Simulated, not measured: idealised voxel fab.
Process module, titled voxel gate over fins
Shown is cross-section cut, with a width of 185 nm and square cells of size 5 nm.
In this document a cross-section is written as a grid of square cells. It is given as a series of bands, listed from the top down, and a band is one or more rows of cells.
Basically the band line says how high the top is and how high the bottom is, in nm, and then what's in it from left to right, every material with its width in nm. Empty space shows up as "empty", and if a single material carries "full width" it runs the full band edge to edge.
Measure heights from 0. That's the level where, below it, the as-received wafer is all one material. The lowest band is bottomless and extends downward; write it as in "from 0 down".
When a width is written as two numbers, as in "30..40", the first number is the width in the top row of cells of the band and the second is the width in its bottom row, and the width changes by the same amount from each row to the next.
Where the words "remained unchanged" appear for a step, the cross-section shows no cell changed by that step; every cell remained as before.
Enclosed voids (no open way to top), threshold 8 cells or more, entry "Cavities, sealed", notation width x height at distance, distance from left edge, nm.
Step line, after settings: the simulator's comment on this step.
When a step includes a mask, the "overlay nm" setting on its line states how far to the right of its planned place that mask lay, and negative values state how far to the left.
PROCESS STEPS FORESEEN IN THE PLAN
- 1: RECEIVE with material Si
- 2: CONFORMAL_DEP with material SiN, thk nm 10
- 3: PATTERN with tone cover, mask id FINS, material resist, width nm 15, pitch nm 45, thk nm 20, overlay nm 0
- 4: DIRECTIONAL_ETCH with etch materials SiN, depth nm 10
- 5: DIRECTIONAL_ETCH with etch materials Si, depth nm 35
- 6: STRIP with etch materials resist
- 7: FILL_DEP with material SiO2, thk nm 5
- 8: CMP with height nm 10
- 9: SELECTIVE_ETCH with etch materials SiO2, depth nm 20
- 10: STRIP with etch materials SiN
- 11: CONFORMAL_DEP with material HfO2, thk nm 5
- 12: CONFORMAL_DEP with material TiN, thk nm 5
- 13: CONFORMAL_DEP with material TiAl, thk nm 5
- 14: CONFORMAL_DEP with material TiN, thk nm 5
- 15: FILL_DEP with material W, thk nm 15
- 16: CMP with height nm 30
- 17: CONFORMAL_DEP with material SiN, thk nm 5
CROSS-SECTION OF THE INCOMING WAFER, STATE AFTER STEP 1
	from 0 down | Si full width
	Cavities, sealed: none
THE PLAN ABOVE WAS CARRIED OUT ON THE STARTING STRUCTURE ABOVE WITH ONE MISTAKE, AND THIS CROSS-SECTION SHOWS THE WAFER AT THE END OF THE MODULE
	from 35 to 30 | SiN full width
	from 30 to 20 | W full width
	from 20 to 15 | W 40 nm  TiN 100 nm  W 45 nm
	from 15 to 10 | W 40 nm  TiN 5 nm  TiAl 90 nm  TiN 5 nm  W 45 nm
	from 10 to 5 | W 40 nm  TiN 5 nm  TiAl 5 nm  TiN 35 nm  TiAl 10 nm  TiN 35 nm  TiAl 5 nm  TiN 5 nm  W 45 nm
	from 5 to 0 | W 40 nm  TiN 5 nm  TiAl 5 nm  TiN 5 nm  HfO2 25 nm  TiN 5 nm  TiAl 10 nm  TiN 5 nm  HfO2 25 nm  TiN 5 nm  TiAl 5 nm  TiN 5 nm  W 45 nm
	from 0 to -10 | W 40 nm  TiN 5 nm  TiAl 5 nm  TiN 5 nm  HfO2 5 nm  Si 15 nm  HfO2 5 nm  TiN 5 nm  TiAl 10 nm  TiN 5 nm  HfO2 5 nm  Si 15 nm  HfO2 5 nm  TiN 5 nm  TiAl 5 nm  TiN 5 nm  W 45 nm
	from -10 to -15 | TiN 45 nm  TiAl 5 nm  TiN 5 nm  HfO2 5 nm  Si 15 nm  HfO2 5 nm  TiN 5 nm  TiAl 10 nm  TiN 5 nm  HfO2 5 nm  Si 15 nm  HfO2 5 nm  TiN 5 nm  TiAl 5 nm  TiN 50 nm
	from -15 to -20 | TiAl 50 nm  TiN 5 nm  HfO2 5 nm  Si 15 nm  HfO2 5 nm  TiN 5 nm  TiAl 10 nm  TiN 5 nm  HfO2 5 nm  Si 15 nm  HfO2 5 nm  TiN 5 nm  TiAl 55 nm
	from -20 to -25 | TiN 55 nm  HfO2 5 nm  Si 15 nm  HfO2 5 nm  TiN 20 nm  HfO2 5 nm  Si 15 nm  HfO2 5 nm  TiN 60 nm
	from -25 to -30 | HfO2 60 nm  Si 15 nm  HfO2 30 nm  Si 15 nm  HfO2 65 nm
	from -30 to -35 | SiO2 60 nm  Si 15 nm  SiO2 30 nm  Si 15 nm  SiO2 65 nm
	from -35 down | Si full width
	Cavities, sealed: none
Heads up, the wafer didn't run the way we planned it: step 9 of the plan saw execution twice
